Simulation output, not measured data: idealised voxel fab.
Name of the process module below: voxel released beams
245 nm wide, 5 nm square cells: that's cross-section cut.
If you're reading a cross-section in this doc, picture square cells in a grid; it comes to you as bands, top ones listed first down to the bottom, and a band can be one or more rows of cells.
Each band's line starts with the height of the band's top and of its bottom, in nm. Then come its materials from left to right, each with its width in nm. One material with "everywhere" fills the band from edge to edge. "empty" is empty space.
Height datum 0, below which the as-received substrate wafer is one material. Lowest band open at the bottom, running downward: "0..down".
The two numbers in a width such as "30..40" mark its ends across the band: the first belongs to the top row of cells, the second to the bottom row, and from each row to the next the width moves by the same amount.
The designation "all unchanged", where it is given for a processing step, indicates that no cell of the cross-section was altered in the course of that step.
"Closed-off voids" lists enclosed empty spaces (at least 8 cells, no open path upward to the top), each as width x height at distance from the left edge, in nm.
Step line, after settings: the simulator's comment on this step.
overlay nm: how far to the right of its planned place the mask lay on this masked step (negative: to the left).

## Planned process steps
step 1: RECEIVE with material Si
step 2: CONFORMAL_DEP with material SiN, thk nm 5
step 3: DIRECTIONAL_DEP with material SiO2, thk nm 10
step 4: DIRECTIONAL_DEP with material aC, thk nm 15
step 5: PATTERN with tone open, mask id ANCHOR, material resist, width nm 35, thk nm 35, overlay nm 0
step 6: DIRECTIONAL_ETCH with etch materials aC, depth nm 15
step 7: STRIP with etch materials resist
step 8: DIRECTIONAL_ETCH with etch materials SiO2, depth nm 10
step 9: STRIP with etch materials aC
step 10: CONFORMAL_DEP with material polySi, thk nm 15
step 11: PATTERN with tone cover, mask id BEAM, material resist, width nm 110, thk nm 15, overlay nm 0
step 12: DIRECTIONAL_ETCH with etch materials polySi, depth nm 15
step 13: STRIP with etch materials resist
step 14: STRIP with etch materials SiO2

## Cross-section of the wafer as it came to us, i.e., already through step 1
0..down | Si everywhere
Closed-off voids: none

## The first of the two wafers as seen in cross-section once the module was finished; processing followed the plan
30..20 | empty=65 / polySi=20 / empty=5 / polySi=85 / empty=70
20..15 | empty=65 / polySi=110 / empty=70
15..5 | empty=70 / polySi=35 / empty=140
5..0 | SiN everywhere
0..down | Si everywhere
Closed-off voids: none

## Now the second wafer, cross-sectioned at the end of the module. Nothing different at the start, nothing different in the plan compared with the first, just one mistake when it was actually run
45..30 | empty=65 / polySi=110 / empty=70
30..15 | polySi everywhere
15..5 | SiO2=70 / polySi=35 / SiO2=140
5..0 | SiN everywhere
0..down | Si everywhere
Closed-off voids: none
What was done differently from what was planned? it should be noted that step 10 of the plan was executed twice
Final tally in cells, some materials are higher or lower on the second wafer than on the first: 84 more of SiO2; 149 more of polySi
